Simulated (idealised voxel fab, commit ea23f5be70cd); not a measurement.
process module | voxel released beams
cross-section cut | 185 nm wide | cells 5 nm
A cross-section is a grid of square cells, given in bands from the top down. A band is one or more rows of cells.
Each band's line starts with the height of the band's top and of its bottom, in nm. Then come its materials from left to right, each with its width in nm. One material with "throughout" fills the band from edge to edge. "air" is empty space.
Height 0 is the level under which the wafer as received is all one material. The lowest band goes on downwards, as in "0 down".
A width such as "30 to 40" changes by the same amount from each row of cells to the next, from the band's top row to its bottom row.
"no change" after a step means that no cell of the cross-section changed.
closed voids: empty space of 8 cells or more with no open way to the top, each as width x height at its distance from the left edge, in nm
after a step's settings: what the simulator itself notes on the step
overlay nm, on a step with a mask: how far to the right of its planned place the mask lay; to the left if negative
plan
1 op RECEIVE | material Si
2 op CONFORMAL_DEP | material SiN | thk nm 5
3 op DIRECTIONAL_DEP | material SiO2 | thk nm 10
4 op MASKED_ETCH | tone open | mask id ANCHOR | width nm 45 | etch materials SiO2 | depth nm 10 | overlay nm 0
5 op CONFORMAL_DEP | material TiN | thk nm 15
6 op DIRECTIONAL_DEP | material aC | thk nm 15
7 op PATTERN | tone cover | mask id BEAM | material resist | width nm 120 | thk nm 30 | overlay nm 0
8 op DIRECTIONAL_ETCH | etch materials aC | depth nm 15
9 op STRIP | etch materials resist
10 op DIRECTIONAL_ETCH | etch materials TiN | depth nm 15
11 op STRIP | etch materials aC
12 op STRIP | etch materials SiO2
as received, after step 1
  0 down: Si throughout
  closed voids: none
first wafer at the end, as planned
  30 to 20: air 30 | TiN 20 | air 15 | TiN 85 | air 35
  20 to 15: air 30 | TiN 120 | air 35
  15 to 5: air 35 | TiN 45 | air 105
  5 to 0: SiN throughout
  0 down: Si throughout
  closed voids: none
second wafer at the end: like start, like plan, one mistake
  30 to 15: air 30 | TiN 120 | air 35
  15 to 10: SiN throughout
  10 to 0: SiO2 throughout
  0 down: Si throughout
  closed voids: none
what went wrong: steps 2 and 3 were swapped
at the end the second wafer has, in cells: 74 more of SiO2 | 12 fewer of TiN
